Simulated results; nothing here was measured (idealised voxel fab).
This is a process module. Its name is voxel transistor to metal.
The figure presents cross-section cut, which has a width of 300 nm and is divided into square cells with an edge length of 5 nm.
Cross-section = grid of square cells, listed top down in bands; band = one or more rows.
Quick guide to a band line: top height, bottom height (nm) up front; then every material left to right with its width in nm. Only one material and it's marked "all across"? Then it fills the band edge to edge. And "air" just means empty space.
Height datum 0, below which the as-received substrate wafer is one material. Lowest band open at the bottom, running downward: "0 -> down".
Width: "30 to 40" (first number = top row, second number = bottom row, same change from row to row of cells).
Step marked "nothing got changed"? Then no cell in the cross-section changed in it.
Unvented cavities: empty space of 8 cells or more with no open way to the top, each as width x height at its distance from the left edge, in nm
The remark found on a step's line after its settings is issued by the simulator itself and pertains to that step.
overlay nm: step with mask; distance mask lay right of planned place; negative value = left of planned place.

-- Steps planned for the process
step 1: RECEIVE | material Si
step 2: OXIDIZE | depth nm 5
step 3: CONFORMAL_DEP | material SiN | thk nm 10
step 4: PATTERN | tone cover | mask id ACTIVE | material resist | width nm 110 | pitch nm 140 | thk nm 20 | overlay nm 0
step 5: DIRECTIONAL_ETCH | etch materials SiN | depth nm 10
step 6: DIRECTIONAL_ETCH | etch materials SiO2 | depth nm 5
step 7: DIRECTIONAL_ETCH | etch materials Si | depth nm 20
step 8: STRIP | etch materials resist
step 9: FILL_DEP | material SiO2 | thk nm 10
step 10: CMP | height nm 10
step 11: SELECTIVE_ETCH | etch materials SiO2 | depth nm 5
step 12: STRIP | etch materials SiN
step 13: SELECTIVE_ETCH | etch materials SiO2 | depth nm 5
step 14: OXIDIZE | depth nm 5
step 15: DIRECTIONAL_DEP | material polySi | thk nm 25
step 16: DIRECTIONAL_DEP | material SiCN | thk nm 10
step 17: MASKED_ETCH | tone cover | mask id GATE | width nm 20 | pitch nm 140 | etch materials SiCN | depth nm 20 | overlay nm 0
step 18: MASKED_ETCH | tone cover | mask id GATE | width nm 20 | pitch nm 140 | etch materials polySi | depth nm 35 | overlay nm 0
step 19: CONFORMAL_DEP | material SiN | thk nm 5
step 20: DIRECTIONAL_ETCH | etch materials SiN | depth nm 5
step 21: DIRECTIONAL_ETCH | etch materials SiO2 | depth nm 5
step 22: DIRECTIONAL_ETCH | etch materials Si | depth nm 15
step 23: EPI | material SiGe | thk nm 15
step 24: FILL_DEP | material SiO2 | thk nm 5
step 25: CMP | height nm 30
step 26: DIRECTIONAL_DEP | material SiO2 | thk nm 15
step 27: MASKED_ETCH | tone open | mask id CONTACT | width nm 35 | etch materials SiO2 | depth nm 55 | overlay nm 0
step 28: CONFORMAL_DEP | material TiN | thk nm 5
step 29: FILL_DEP | material W | thk nm 5
step 30: CMP | height nm 45
step 31: CONFORMAL_DEP | material SiN | thk nm 5
step 32: DIRECTIONAL_DEP | material lowk | thk nm 25
step 33: MASKED_ETCH | tone open | mask id METAL_1 | width nm 20 | etch materials lowk | depth nm 25 | overlay nm -15
step 34: MASKED_ETCH | tone open | mask id METAL_1 | width nm 20 | etch materials SiN | depth nm 5 | overlay nm 0
step 35: CONFORMAL_DEP | material TiN | thk nm 5
step 36: FILL_DEP | material Ru | thk nm 5
step 37: CMP | height nm 75
step 38: EPI | material Ru | thk nm 5
step 39: FILL_DEP | material SiCN | thk nm 5
step 40: DIRECTIONAL_DEP | material SiO2 | thk nm 35
step 41: DIRECTIONAL_DEP | material aC | thk nm 10
step 42: PATTERN | tone open | mask id METAL_2 | material resist | width nm 20 | pitch nm 140 | thk nm 30 | overlay nm 0
step 43: DIRECTIONAL_ETCH | etch materials aC | depth nm 10
step 44: STRIP | etch materials resist
step 45: DIRECTIONAL_ETCH | etch materials SiO2 | depth nm 20
step 46: STRIP | etch materials aC
step 47: PATTERN | tone open | mask id METAL_2_HOLES | material resist | width nm 15 | pitch nm 140 | thk nm 20 | overlay nm 0
step 48: DIRECTIONAL_ETCH | etch materials SiO2 | depth nm 15
step 49: DIRECTIONAL_ETCH | etch materials SiCN | depth nm 5
step 50: STRIP | etch materials resist
step 51: CONFORMAL_DEP | material TiN | thk nm 5
step 52: FILL_DEP | material Ru | thk nm 5
step 53: CMP | height nm 120
step 54: CONFORMAL_DEP | material SiCN | thk nm 5
For clarity, it should be stated that the wafers under discussion commence in an identical condition and differ with respect to the overlay nm of step 33, the plan indicating the value that the first wafer had.

-- Incoming state of the first of several wafers in cross-section: after step 1
    0 -> down | Si all across
    Unvented cavities: none

-- End of the module, past its last step, step 54: how the first of several wafers looks in cross-section
    125 -> 120 | SiCN all across
    120 -> 105 | 30 of SiO2, then 5 of TiN, then 10 of Ru, then 5 of TiN, then 120 of SiO2, then 5 of TiN, then 10 of Ru, then 5 of TiN, then 110 of SiO2
    105 -> 100 | 30 of SiO2, then 5 of TiN, then 5 of Ru, then 10 of TiN, then 120 of SiO2, then 5 of TiN, then 5 of Ru, then 10 of TiN, then 110 of SiO2
    100 -> 85 | 30 of SiO2, then 5 of TiN, then 5 of Ru, then 5 of TiN, then 125 of SiO2, then 5 of TiN, then 5 of Ru, then 5 of TiN, then 115 of SiO2
    85 -> 80 | 30 of SiCN, then 15 of TiN, then 125 of SiCN, then 15 of TiN, then 115 of SiCN
    80 -> 75 | 10 of SiCN, then 30 of Ru, then 50 of SiCN, then 30 of Ru, then 30 of SiCN, then 30 of Ru, then 50 of SiCN, then 30 of Ru, then 40 of SiCN
    75 -> 55 | 15 of lowk, then 5 of TiN, then 10 of Ru, then 5 of TiN, then 60 of lowk, then 5 of TiN, then 10 of Ru, then 5 of TiN, then 40 of lowk, then 5 of TiN, then 10 of Ru, then 5 of TiN, then 60 of lowk, then 5 of TiN, then 10 of Ru, then 5 of TiN, then 45 of lowk
    55 -> 50 | 15 of lowk, then 20 of TiN, then 60 of lowk, then 20 of TiN, then 40 of lowk, then 20 of TiN, then 60 of lowk, then 20 of TiN, then 45 of lowk
    50 -> 45 | 30 of SiN, then 5 of TiN, then 75 of SiN, then 5 of TiN, then 55 of SiN, then 5 of TiN, then 75 of SiN, then 5 of TiN, then 45 of SiN
    45 -> 30 | 30 of SiO2, then 5 of TiN, then 25 of W, then 5 of TiN, then 30 of SiO2, then 5 of TiN, then 25 of W, then 5 of TiN, then 40 of SiO2, then 5 of TiN, then 25 of W, then 5 of TiN, then 30 of SiO2, then 5 of TiN, then 25 of W, then 5 of TiN, then 30 of SiO2
    30 -> 20 | 30 of SiO2, then 5 of TiN, then 25 of W, then 5 of TiN, then 5 of SiN, then 20 of SiCN, then 5 of SiN, then 5 of TiN, then 25 of W, then 5 of TiN, then 40 of SiO2, then 5 of TiN, then 25 of W, then 5 of TiN, then 5 of SiN, then 20 of SiCN, then 5 of SiN, then 5 of TiN, then 25 of W, then 5 of TiN, then 30 of SiO2
    20 -> 10 | 30 of SiO2, then 5 of TiN, then 25 of W, then 5 of TiN, then 5 of SiN, then 20 of polySi, then 5 of SiN, then 5 of TiN, then 25 of W, then 5 of TiN, then 40 of SiO2, then 5 of TiN, then 25 of W, then 5 of TiN, then 5 of SiN, then 20 of polySi, then 5 of SiN, then 5 of TiN, then 25 of W, then 5 of TiN, then 30 of SiO2
    10 -> 5 | 30 of SiO2, then 5 of TiN, then 10 of W, then 20 of TiN, then 5 of SiN, then 20 of polySi, then 5 of SiN, then 20 of TiN, then 10 of W, then 5 of TiN, then 40 of SiO2, then 5 of TiN, then 10 of W, then 20 of TiN, then 5 of SiN, then 20 of polySi, then 5 of SiN, then 20 of TiN, then 10 of W, then 5 of TiN, then 30 of SiO2
    5 -> 0 | 30 of SiO2, then 5 of TiN, then 10 of W, then 5 of TiN, then 15 of SiGe, then 5 of SiN, then 20 of polySi, then 5 of SiN, then 15 of SiGe, then 5 of TiN, then 10 of W, then 5 of TiN, then 40 of SiO2, then 5 of TiN, then 10 of W, then 5 of TiN, then 15 of SiGe, then 5 of SiN, then 20 of polySi, then 5 of SiN, then 15 of SiGe, then 5 of TiN, then 10 of W, then 5 of TiN, then 30 of SiO2
    0 -> -5 | 20 of SiO2, then 5 of SiN, then 5 of SiO2, then 5 of TiN, then 10 of W, then 5 of TiN, then 15 of SiGe, then 5 of SiN, then 20 of polySi, then 5 of SiN, then 15 of SiGe, then 5 of TiN, then 10 of W, then 5 of TiN, then 5 of SiO2, then 5 of SiN, then 20 of SiO2, then 5 of SiN, then 5 of SiO2, then 5 of TiN, then 10 of W, then 5 of TiN, then 15 of SiGe, then 5 of SiN, then 20 of polySi, then 5 of SiN, then 15 of SiGe, then 5 of TiN, then 10 of W, then 5 of TiN, then 5 of SiO2, then 5 of SiN, then 20 of SiO2
    -5 -> -10 | 30 of SiO2, then 20 of TiN, then 15 of SiGe, then 30 of SiO2, then 15 of SiGe, then 20 of TiN, then 40 of SiO2, then 20 of TiN, then 15 of SiGe, then 30 of SiO2, then 15 of SiGe, then 20 of TiN, then 30 of SiO2
    -10 -> -25 | 25 of SiO2, then 40 of SiGe, then 30 of Si, then 40 of SiGe, then 30 of SiO2, then 40 of SiGe, then 30 of Si, then 40 of SiGe, then 25 of SiO2
    -25 -> down | Si all across
    Unvented cavities: none

-- Cross-sectional view of the final wafer of several at the module's end
    125 -> 120 | SiCN all across
    120 -> 105 | 30 of SiO2, then 5 of TiN, then 10 of Ru, then 5 of TiN, then 120 of SiO2, then 5 of TiN, then 10 of Ru, then 5 of TiN, then 110 of SiO2
    105 -> 100 | 30 of SiO2, then 5 of TiN, then 5 of Ru, then 10 of TiN, then 120 of SiO2, then 5 of TiN, then 5 of Ru, then 10 of TiN, then 110 of SiO2
    100 -> 85 | 30 of SiO2, then 5 of TiN, then 5 of Ru, then 5 of TiN, then 125 of SiO2, then 5 of TiN, then 5 of Ru, then 5 of TiN, then 115 of SiO2
    85 -> 80 | 30 of SiCN, then 15 of TiN, then 125 of SiCN, then 15 of TiN, then 115 of SiCN
    80 -> 75 | 40 of SiCN, then 30 of Ru, then 50 of SiCN, then 30 of Ru, then 30 of SiCN, then 30 of Ru, then 50 of SiCN, then 30 of Ru, then 10 of SiCN
    75 -> 55 | 45 of lowk, then 5 of TiN, then 10 of Ru, then 5 of TiN, then 60 of lowk, then 5 of TiN, then 10 of Ru, then 5 of TiN, then 40 of lowk, then 5 of TiN, then 10 of Ru, then 5 of TiN, then 60 of lowk, then 5 of TiN, then 10 of Ru, then 5 of TiN, then 15 of lowk
    55 -> 50 | 45 of lowk, then 20 of TiN, then 60 of lowk, then 20 of TiN, then 40 of lowk, then 20 of TiN, then 60 of lowk, then 20 of TiN, then 15 of lowk
    50 -> 45 | 45 of SiN, then 5 of TiN, then 75 of SiN, then 5 of TiN, then 55 of SiN, then 5 of TiN, then 75 of SiN, then 5 of TiN, then 30 of SiN
    45 -> 30 | 30 of SiO2, then 5 of TiN, then 25 of W, then 5 of TiN, then 30 of SiO2, then 5 of TiN, then 25 of W, then 5 of TiN, then 40 of SiO2, then 5 of TiN, then 25 of W, then 5 of TiN, then 30 of SiO2, then 5 of TiN, then 25 of W, then 5 of TiN, then 30 of SiO2
    30 -> 20 | 30 of SiO2, then 5 of TiN, then 25 of W, then 5 of TiN, then 5 of SiN, then 20 of SiCN, then 5 of SiN, then 5 of TiN, then 25 of W, then 5 of TiN, then 40 of SiO2, then 5 of TiN, then 25 of W, then 5 of TiN, then 5 of SiN, then 20 of SiCN, then 5 of SiN, then 5 of TiN, then 25 of W, then 5 of TiN, then 30 of SiO2
    20 -> 10 | 30 of SiO2, then 5 of TiN, then 25 of W, then 5 of TiN, then 5 of SiN, then 20 of polySi, then 5 of SiN, then 5 of TiN, then 25 of W, then 5 of TiN, then 40 of SiO2, then 5 of TiN, then 25 of W, then 5 of TiN, then 5 of SiN, then 20 of polySi, then 5 of SiN, then 5 of TiN, then 25 of W, then 5 of TiN, then 30 of SiO2
    10 -> 5 | 30 of SiO2, then 5 of TiN, then 10 of W, then 20 of TiN, then 5 of SiN, then 20 of polySi, then 5 of SiN, then 20 of TiN, then 10 of W, then 5 of TiN, then 40 of SiO2, then 5 of TiN, then 10 of W, then 20 of TiN, then 5 of SiN, then 20 of polySi, then 5 of SiN, then 20 of TiN, then 10 of W, then 5 of TiN, then 30 of SiO2
    5 -> 0 | 30 of SiO2, then 5 of TiN, then 10 of W, then 5 of TiN, then 15 of SiGe, then 5 of SiN, then 20 of polySi, then 5 of SiN, then 15 of SiGe, then 5 of TiN, then 10 of W, then 5 of TiN, then 40 of SiO2, then 5 of TiN, then 10 of W, then 5 of TiN, then 15 of SiGe, then 5 of SiN, then 20 of polySi, then 5 of SiN, then 15 of SiGe, then 5 of TiN, then 10 of W, then 5 of TiN, then 30 of SiO2
    0 -> -5 | 20 of SiO2, then 5 of SiN, then 5 of SiO2, then 5 of TiN, then 10 of W, then 5 of TiN, then 15 of SiGe, then 5 of SiN, then 20 of polySi, then 5 of SiN, then 15 of SiGe, then 5 of TiN, then 10 of W, then 5 of TiN, then 5 of SiO2, then 5 of SiN, then 20 of SiO2, then 5 of SiN, then 5 of SiO2, then 5 of TiN, then 10 of W, then 5 of TiN, then 15 of SiGe, then 5 of SiN, then 20 of polySi, then 5 of SiN, then 15 of SiGe, then 5 of TiN, then 10 of W, then 5 of TiN, then 5 of SiO2, then 5 of SiN, then 20 of SiO2
    -5 -> -10 | 30 of SiO2, then 20 of TiN, then 15 of SiGe, then 30 of SiO2, then 15 of SiGe, then 20 of TiN, then 40 of SiO2, then 20 of TiN, then 15 of SiGe, then 30 of SiO2, then 15 of SiGe, then 20 of TiN, then 30 of SiO2
    -10 -> -25 | 25 of SiO2, then 40 of SiGe, then 30 of Si, then 40 of SiGe, then 30 of SiO2, then 40 of SiGe, then 30 of Si, then 40 of SiGe, then 25 of SiO2
    -25 -> down | Si all across
    Unvented cavities: none

-- Heads up, this table goes wafer by wafer. A row tells you, at the end of the module, how many cells of each material that wafer has put on (+) or dropped (-) since it was received, and then its closed voids
overlay nm -15 | +76 Ru | -264 Si | +166 SiCN | +132 SiGe | +88 SiN | +682 SiO2 | +196 TiN | +164 W | +220 lowk | +40 polySi | Unvented cavities: none
overlay nm -10 | +76 Ru | -264 Si | +166 SiCN | +132 SiGe | +84 SiN | +682 SiO2 | +200 TiN | +164 W | +220 lowk | +40 polySi | Unvented cavities: none
overlay nm -5 | +80 Ru | -264 Si | +166 SiCN | +132 SiGe | +80 SiN | +682 SiO2 | +200 TiN | +164 W | +220 lowk | +40 polySi | Unvented cavities: none
overlay nm 0 | +84 Ru | -264 Si | +166 SiCN | +132 SiGe | +76 SiN | +682 SiO2 | +200 TiN | +164 W | +220 lowk | +40 polySi | Unvented cavities: none
overlay nm 5 | +80 Ru | -264 Si | +166 SiCN | +132 SiGe | +80 SiN | +682 SiO2 | +200 TiN | +164 W | +220 lowk | +40 polySi | Unvented cavities: none
overlay nm 10 | +76 Ru | -264 Si | +166 SiCN | +132 SiGe | +84 SiN | +682 SiO2 | +200 TiN | +164 W | +220 lowk | +40 polySi | Unvented cavities: none
overlay nm 15 | +76 Ru | -264 Si | +166 SiCN | +132 SiGe | +88 SiN | +682 SiO2 | +196 TiN | +164 W | +220 lowk | +40 polySi | Unvented cavities: none
